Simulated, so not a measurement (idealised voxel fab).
process module | voxel self aligned contacts
cross-section cut | 200 nm wide | cells 5 nm
A cross-section is a grid of square cells, given in bands from the top down. A band is one or more rows of cells.
Each band's line starts with the height of the band's top and of its bottom, in nm. Then come its materials from left to right, each with its width in nm. One material with "throughout" fills the band from edge to edge. "air" is empty space.
Height 0 is the level under which the wafer as received is all one material. The lowest band goes on downwards, as in "0 down".
A width such as "30 to 40" changes by the same amount from each row of cells to the next, from the band's top row to its bottom row.
"no change" after a step means that no cell of the cross-section changed.
closed voids: empty space of 8 cells or more with no open way to the top, each as width x height at its distance from the left edge, in nm
after a step's settings: what the simulator itself notes on the step
overlay nm, on a step with a mask: how far to the right of its planned place the mask lay; to the left if negative
plan
1 op RECEIVE | material Si
2 op CONFORMAL_DEP | material SiO2 | thk nm 5
3 op DIRECTIONAL_DEP | material polySi | thk nm 10
4 op DIRECTIONAL_DEP | material SiN | thk nm 20
5 op PATTERN | tone cover | mask id GATE | material resist | width nm 35 | pitch nm 70 | thk nm 20 | overlay nm 0
6 op DIRECTIONAL_ETCH | etch materials SiN | depth nm 20
7 op DIRECTIONAL_ETCH | etch materials polySi | depth nm 20
8 op STRIP | etch materials resist
9 op CONFORMAL_DEP | material SiN | thk nm 5
10 op DIRECTIONAL_ETCH | etch materials SiN | depth nm 5
11 op FILL_DEP | material SiO2 | thk nm 20
12 op CMP | height nm 55
13 op MASKED_ETCH | tone open | mask id CONTACT | width nm 55 | etch materials SiO2 | depth nm 55 | overlay nm 0
14 op CONFORMAL_DEP | material TiN | thk nm 5
15 op FILL_DEP | material Ru | thk nm 5
16 op CMP | height nm 55
17 op CONFORMAL_DEP | material SiN | thk nm 5
varied across the wafers: thk nm of step 3. The plan shows the first wafer's value. All wafers start alike
first wafer as received, after step 1
  0 down: Si throughout
  closed voids: none
each wafer at the end: cells of each material gained (+) or lost (-) since it was received, then its closed voids
thk nm 10 | +48 Ru | +120 SiN | +253 SiO2 | +31 TiN | +28 polySi | closed voids: none
thk nm 15 | +42 Ru | +124 SiN | +241 SiO2 | +31 TiN | +42 polySi | closed voids: none
thk nm 20 | +36 Ru | +128 SiN | +229 SiO2 | +31 TiN | +56 polySi | closed voids: none
thk nm 25 | +24 Ru | +128 SiN | +205 SiO2 | +27 TiN | +96 polySi | closed voids: none
thk nm 30 | +21 Ru | +128 SiN | +176 SiO2 | +19 TiN | +136 polySi | closed voids: none
thk nm 35 | +18 Ru | +110 SiN | +159 SiO2 | +17 TiN | +176 polySi | closed voids: none
